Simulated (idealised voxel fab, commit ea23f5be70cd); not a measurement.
The document below concerns the process module designated voxel self aligned contacts.
The cross-section shown here is cut; it is 195 nm wide and divided into square cells measuring 5 nm on a side.
In what follows, cross-sections appear as grids of square cells, described through bands that run from the top down, where every band is one or more rows of cells. Band entry format. Leading values: height of top, height of bottom, nm. Remainder: materials in left-to-right order, each with its width in nm. Special words: "full width" on a single material, which then fills the band edge to edge; "empty", empty space. For the purposes of this specification, 0 denotes the height below which the wafer in its as-received condition is composed wholly of one material, and the lowermost band, lacking a lower limit, extends downward without end, as expressed in "z 0 and below". The two numbers in a width such as "30..40" mark its ends across the band: the first belongs to the top row of cells, the second to the bottom row, and from each row to the next the width moves by the same amount. "nothing got changed" after a step means that no cell of the cross-section changed. Enclosed voids (no open way to top), threshold 8 cells or more, entry "Completely sealed voids", notation width x height at distance, distance from left edge, nm. Text after the settings on a step's line: the simulator's own remark on that step. overlay nm: right-of-plan distance of the mask on a masked step; negative values mean left-of-plan.

List of planned process steps
step 1: op RECEIVE | material Si
step 2: op OXIDIZE | depth nm 5
step 3: op DIRECTIONAL_DEP | material polySi | thk nm 30
step 4: op DIRECTIONAL_DEP | material SiN | thk nm 25
step 5: op PATTERN | tone cover | mask id GATE | material resist | width nm 30 | pitch nm 75 | thk nm 15 | overlay nm 0
step 6: op DIRECTIONAL_ETCH | etch materials SiN | depth nm 25
step 7: op DIRECTIONAL_ETCH | etch materials polySi | depth nm 30
step 8: op STRIP | etch materials resist
step 9: op CONFORMAL_DEP | material SiN | thk nm 10
step 10: op DIRECTIONAL_ETCH | etch materials SiN | depth nm 10
step 11: op FILL_DEP | material SiO2 | thk nm 20
step 12: op CMP | height nm 65
step 13: op MASKED_ETCH | tone open | mask id CONTACT | width nm 55 | etch materials SiO2 | depth nm 70 | overlay nm 0
step 14: op CONFORMAL_DEP | material TiN | thk nm 5
step 15: op FILL_DEP | material W | thk nm 5
step 16: op CMP | height nm 65
step 17: op CONFORMAL_DEP | material SiCN | thk nm 5

First out of two wafers; run went to plan

Step 1 complete: cross-section of the wafer as received
* z 0 and below = Si full width
* Completely sealed voids: none

Cross-section through the wafer, step 2 finished
* z 0 to -5 = SiO2 full width
* Unchanged below -5.

Cross-section through the wafer, step 3 finished
* z 30 to 0 = polySi full width
* Unchanged below 0.

Cross-section through the wafer, step 4 finished
* z 55 to 30 = SiN full width
* Unchanged below 30.

Cross-section through the wafer, step 5 finished
* z 70 to 55 = 45 nm empty / 30 nm resist / 45 nm empty / 30 nm resist / 45 nm empty
* Unchanged below 55.

Cross-section through the wafer, step 6 finished
* z 70 to 55 = 45 nm empty / 30 nm resist / 45 nm empty / 30 nm resist / 45 nm empty
* z 55 to 30 = 45 nm empty / 30 nm SiN / 45 nm empty / 30 nm SiN / 45 nm empty
* Unchanged below 30.

Cross-section through the wafer, step 7 finished
* z 70 to 55 = 45 nm empty / 30 nm resist / 45 nm empty / 30 nm resist / 45 nm empty
* z 55 to 30 = 45 nm empty / 30 nm SiN / 45 nm empty / 30 nm SiN / 45 nm empty
* z 30 to 0 = 45 nm empty / 30 nm polySi / 45 nm empty / 30 nm polySi / 45 nm empty
* Unchanged below 0.

Cross-section through the wafer, step 8 finished
* z 55 to 30 = 45 nm empty / 30 nm SiN / 45 nm empty / 30 nm SiN / 45 nm empty
* Unchanged below 30.

Cross-section through the wafer, step 9 finished
* z 65 to 30 = 35 nm empty / 50 nm SiN / 25 nm empty / 50 nm SiN / 35 nm empty
* z 30 to 10 = 35 nm empty / 10 nm SiN / 30 nm polySi / 10 nm SiN / 25 nm empty / 10 nm SiN / 30 nm polySi / 10 nm SiN / 35 nm empty
* z 10 to 0 = 45 nm SiN / 30 nm polySi / 45 nm SiN / 30 nm polySi / 45 nm SiN
* Unchanged below 0.

Cross-section through the wafer, step 10 finished
* z 55 to 30 = 35 nm empty / 50 nm SiN / 25 nm empty / 50 nm SiN / 35 nm empty
* z 30 to 0 = 35 nm empty / 10 nm SiN / 30 nm polySi / 10 nm SiN / 25 nm empty / 10 nm SiN / 30 nm polySi / 10 nm SiN / 35 nm empty
* Unchanged below 0.

Cross-section through the wafer, step 11 finished
* z 75 to 55 = SiO2 full width
* z 55 to 30 = 35 nm SiO2 / 50 nm SiN / 25 nm SiO2 / 50 nm SiN / 35 nm SiO2
* z 30 to 0 = 35 nm SiO2 / 10 nm SiN / 30 nm polySi / 10 nm SiN / 25 nm SiO2 / 10 nm SiN / 30 nm polySi / 10 nm SiN / 35 nm SiO2
* Unchanged below 0.

Cross-section through the wafer, step 12 finished
* z 65 to 55 = SiO2 full width
* Unchanged below 55.

Cross-section through the wafer, step 13 finished
* z 65 to 55 = 70 nm SiO2 / 55 nm empty / 70 nm SiO2
* z 55 to 30 = 35 nm SiO2 / 50 nm SiN / 25 nm empty / 50 nm SiN / 35 nm SiO2
* z 30 to 0 = 35 nm SiO2 / 10 nm SiN / 30 nm polySi / 10 nm SiN / 25 nm empty / 10 nm SiN / 30 nm polySi / 10 nm SiN / 35 nm SiO2
* z 0 to -5 = 85 nm SiO2 / 25 nm empty / 85 nm SiO2
* Unchanged below -5.

Cross-section through the wafer, step 14 finished
* z 70 to 65 = 75 nm TiN / 45 nm empty / 75 nm TiN
* z 65 to 55 = 70 nm SiO2 / 5..20 nm TiN / 45..15 nm empty / 5..20 nm TiN / 70 nm SiO2
* z 55 to 30 = 35 nm SiO2 / 50 nm SiN / 5 nm TiN / 15 nm empty / 5 nm TiN / 50 nm SiN / 35 nm SiO2
* z 30 to 0 = 35 nm SiO2 / 10 nm SiN / 30 nm polySi / 10 nm SiN / 5 nm TiN / 15 nm empty / 5 nm TiN / 10 nm SiN / 30 nm polySi / 10 nm SiN / 35 nm SiO2
* z 0 to -5 = 85 nm SiO2 / 25 nm TiN / 85 nm SiO2
* Unchanged below -5.

Cross-section through the wafer, step 15 finished
* z 75 to 70 = W full width
* z 70 to 65 = 75 nm TiN / 45 nm W / 75 nm TiN
* z 65 to 55 = 70 nm SiO2 / 5..20 nm TiN / 45..15 nm W / 5..20 nm TiN / 70 nm SiO2
* z 55 to 30 = 35 nm SiO2 / 50 nm SiN / 5 nm TiN / 15 nm W / 5 nm TiN / 50 nm SiN / 35 nm SiO2
* z 30 to 0 = 35 nm SiO2 / 10 nm SiN / 30 nm polySi / 10 nm SiN / 5 nm TiN / 15 nm W / 5 nm TiN / 10 nm SiN / 30 nm polySi / 10 nm SiN / 35 nm SiO2
* Unchanged below 0.

Cross-section through the wafer, step 16 finished
* z 65 to 55 = 70 nm SiO2 / 5..20 nm TiN / 45..15 nm W / 5..20 nm TiN / 70 nm SiO2
* Unchanged below 55.

Cross-section through the wafer, step 17 finished
* z 70 to 65 = SiCN full width
* Unchanged below 65.

Second of two: same start, same plan, one run error; steps up to and including 2 match the first

X-section, second wafer, when step 3 was due to finish
* z 30 to 0 = SiN full width
* Unchanged below 0.

X-section, second wafer, when step 4 was due to finish
* z 55 to 0 = SiN full width
* Unchanged below 0.

X-section, second wafer, when step 5 was due to finish
* z 70 to 55 = 45 nm empty / 30 nm resist / 45 nm empty / 30 nm resist / 45 nm empty
* Unchanged below 55.

X-section, second wafer, when step 6 was due to finish
* z 70 to 55 = 45 nm empty / 30 nm resist / 45 nm empty / 30 nm resist / 45 nm empty
* z 55 to 30 = 45 nm empty / 30 nm SiN / 45 nm empty / 30 nm SiN / 45 nm empty
* Unchanged below 30.

X-section, second wafer, when step 7 was due to finish: nothing got changed

X-section, second wafer, when step 8 was due to finish
* z 55 to 30 = 45 nm empty / 30 nm SiN / 45 nm empty / 30 nm SiN / 45 nm empty
* Unchanged below 30.

X-section, second wafer, when step 9 was due to finish
* z 65 to 40 = 35 nm empty / 50 nm SiN / 25 nm empty / 50 nm SiN / 35 nm empty
* z 40 to 0 = SiN full width
* Unchanged below 0.

X-section, second wafer, when step 10 was due to finish
* z 55 to 30 = 35 nm empty / 50 nm SiN / 25 nm empty / 50 nm SiN / 35 nm empty
* Unchanged below 30.

X-section, second wafer, when step 11 was due to finish
* z 75 to 55 = SiO2 full width
* z 55 to 30 = 35 nm SiO2 / 50 nm SiN / 25 nm SiO2 / 50 nm SiN / 35 nm SiO2
* Unchanged below 30.

X-section, second wafer, when step 12 was due to finish
* z 65 to 55 = SiO2 full width
* Unchanged below 55.

X-section, second wafer, when step 13 was due to finish
* z 65 to 55 = 70 nm SiO2 / 55 nm empty / 70 nm SiO2
* z 55 to 30 = 35 nm SiO2 / 50 nm SiN / 25 nm empty / 50 nm SiN / 35 nm SiO2
* Unchanged below 30.

X-section, second wafer, when step 14 was due to finish
* z 70 to 65 = 75 nm TiN / 45 nm empty / 75 nm TiN
* z 65 to 55 = 70 nm SiO2 / 5..20 nm TiN / 45..15 nm empty / 5..20 nm TiN / 70 nm SiO2
* z 55 to 35 = 35 nm SiO2 / 50 nm SiN / 5 nm TiN / 15 nm empty / 5 nm TiN / 50 nm SiN / 35 nm SiO2
* z 35 to 30 = 35 nm SiO2 / 50 nm SiN / 25 nm TiN / 50 nm SiN / 35 nm SiO2
* Unchanged below 30.

X-section, second wafer, when step 15 was due to finish
* z 75 to 70 = W full width
* z 70 to 65 = 75 nm TiN / 45 nm W / 75 nm TiN
* z 65 to 55 = 70 nm SiO2 / 5..20 nm TiN / 45..15 nm W / 5..20 nm TiN / 70 nm SiO2
* z 55 to 35 = 35 nm SiO2 / 50 nm SiN / 5 nm TiN / 15 nm W / 5 nm TiN / 50 nm SiN / 35 nm SiO2
* Unchanged below 35.

X-section, second wafer, when step 16 was due to finish
* z 65 to 55 = 70 nm SiO2 / 5..20 nm TiN / 45..15 nm W / 5..20 nm TiN / 70 nm SiO2
* Unchanged below 55.

X-section, second wafer, when step 17 was due to finish
* z 70 to 65 = SiCN full width
* Unchanged below 65.
What went wrong in running the wafer? note that step 3 departed from the planned setting and was carried out as op DIRECTIONAL_DEP | material SiN | thk nm 30
In the final state, the cell counts of the second wafer exceed or fall short of those of the first for the following materials: SiN +186 | SiO2 -79 | TiN -14 | W -21 | polySi -72
